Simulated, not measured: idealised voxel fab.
process module | voxel transistor to metal
cross-section cut | 210 nm wide | cells 5 nm
A cross-section is a grid of square cells, given in bands from the top down. A band is one or more rows of cells.
Each band's line starts with the height of the band's top and of its bottom, in nm. Then come its materials from left to right, each with its width in nm. One material with "throughout" fills the band from edge to edge. "air" is empty space.
Height 0 is the level under which the wafer as received is all one material. The lowest band goes on downwards, as in "0 down".
A width such as "30 to 40" changes by the same amount from each row of cells to the next, from the band's top row to its bottom row.
"no change" after a step means that no cell of the cross-section changed.
closed voids: empty space of 8 cells or more with no open way to the top, each as width x height at its distance from the left edge, in nm
after a step's settings: what the simulator itself notes on the step
overlay nm, on a step with a mask: how far to the right of its planned place the mask lay; to the left if negative
plan
1 op RECEIVE | material Si
2 op CONFORMAL_DEP | material SiO2 | thk nm 5
3 op CONFORMAL_DEP | material SiN | thk nm 5
4 op MASKED_ETCH | tone cover | mask id ACTIVE | width nm 100 | etch materials SiN | depth nm 15 | overlay nm 0
5 op MASKED_ETCH | tone cover | mask id ACTIVE | width nm 100 | etch materials SiO2 | depth nm 5 | overlay nm 0
6 op MASKED_ETCH | tone cover | mask id ACTIVE | width nm 100 | etch materials Si | depth nm 25 | overlay nm 0
7 op OXIDIZE | depth nm 5
8 op FILL_DEP | material SiO2 | thk nm 10
9 op CMP | height nm 20
10 op SELECTIVE_ETCH | etch materials SiO2 | depth nm 15
11 op STRIP | etch materials SiN
12 op SELECTIVE_ETCH | etch materials SiO2 | depth nm 5
13 op OXIDIZE | depth nm 5
14 op DIRECTIONAL_DEP | material polySi | thk nm 30
15 op DIRECTIONAL_DEP | material SiCN | thk nm 10
16 op MASKED_ETCH | tone cover | mask id GATE | width nm 20 | etch materials SiCN | depth nm 20 | overlay nm 0
17 op MASKED_ETCH | tone cover | mask id GATE | width nm 20 | etch materials polySi | depth nm 40 | overlay nm 0
18 op CONFORMAL_DEP | material SiO2 | thk nm 5
19 op DIRECTIONAL_ETCH | etch materials SiO2 | depth nm 5
20 op CONFORMAL_DEP | material SiN | thk nm 5
21 op DIRECTIONAL_ETCH | etch materials SiN | depth nm 5
22 op DIRECTIONAL_ETCH | etch materials SiO2 | depth nm 5
23 op DIRECTIONAL_ETCH | etch materials Si | depth nm 15
24 op EPI | material nSi | thk nm 20
25 op FILL_DEP | material SiO2 | thk nm 5
26 op CMP | height nm 40
27 op DIRECTIONAL_DEP | material SiO2 | thk nm 10
28 op DIRECTIONAL_DEP | material aC | thk nm 10
29 op PATTERN | tone open | mask id CONTACT | material resist | width nm 15 | pitch nm 75 | thk nm 25 | overlay nm 0
30 op DIRECTIONAL_ETCH | etch materials aC | depth nm 10
31 op STRIP | etch materials resist
32 op DIRECTIONAL_ETCH | etch materials SiO2 | depth nm 50
33 op STRIP | etch materials aC
34 op CONFORMAL_DEP | material TiN | thk nm 5
35 op FILL_DEP | material Ru | thk nm 5
36 op CMP | height nm 50
37 op CONFORMAL_DEP | material SiCN | thk nm 5
38 op DIRECTIONAL_DEP | material lowk | thk nm 20
39 op MASKED_ETCH | tone open | mask id METAL_1 | width nm 15 | pitch nm 75 | etch materials lowk | depth nm 20 | overlay nm 0
40 op MASKED_ETCH | tone open | mask id METAL_1 | width nm 15 | pitch nm 75 | etch materials SiCN | depth nm 5 | overlay nm 0
41 op CONFORMAL_DEP | material TiN | thk nm 5
42 op FILL_DEP | material Cu | thk nm 5
43 op CMP | height nm 75
44 op CONFORMAL_DEP | material SiCN | thk nm 5
varied across the wafers: thk nm of step 3. The plan shows the first wafer's value. All wafers start alike
first wafer as received, after step 1
  0 down: Si throughout
  closed voids: none
each wafer at the end: cells of each material gained (+) or lost (-) since it was received, then its closed voids
thk nm 5 | +8 Cu | +12 Ru | -192 Si | +86 SiCN | +16 SiN | +450 SiO2 | +58 TiN | +144 lowk | +66 nSi | +24 polySi | closed voids: none
thk nm 10 | +8 Cu | +12 Ru | -192 Si | +86 SiCN | +16 SiN | +450 SiO2 | +58 TiN | +144 lowk | +66 nSi | +24 polySi | closed voids: none
thk nm 15 | +8 Cu | +12 Ru | -192 Si | +86 SiCN | +16 SiN | +450 SiO2 | +58 TiN | +144 lowk | +66 nSi | +24 polySi | closed voids: none
thk nm 20 | +8 Cu | +12 Ru | -144 Si | +86 SiCN | +16 SiN | +308 SiO2 | +58 TiN | +144 lowk | +160 nSi | +24 polySi | closed voids: none
thk nm 25 | +8 Cu | +12 Ru | -144 Si | +86 SiCN | +16 SiN | +308 SiO2 | +58 TiN | +144 lowk | +160 nSi | +24 polySi | closed voids: none
thk nm 30 | +8 Cu | +12 Ru | -144 Si | +86 SiCN | +16 SiN | +308 SiO2 | +58 TiN | +144 lowk | +160 nSi | +24 polySi | closed voids: none
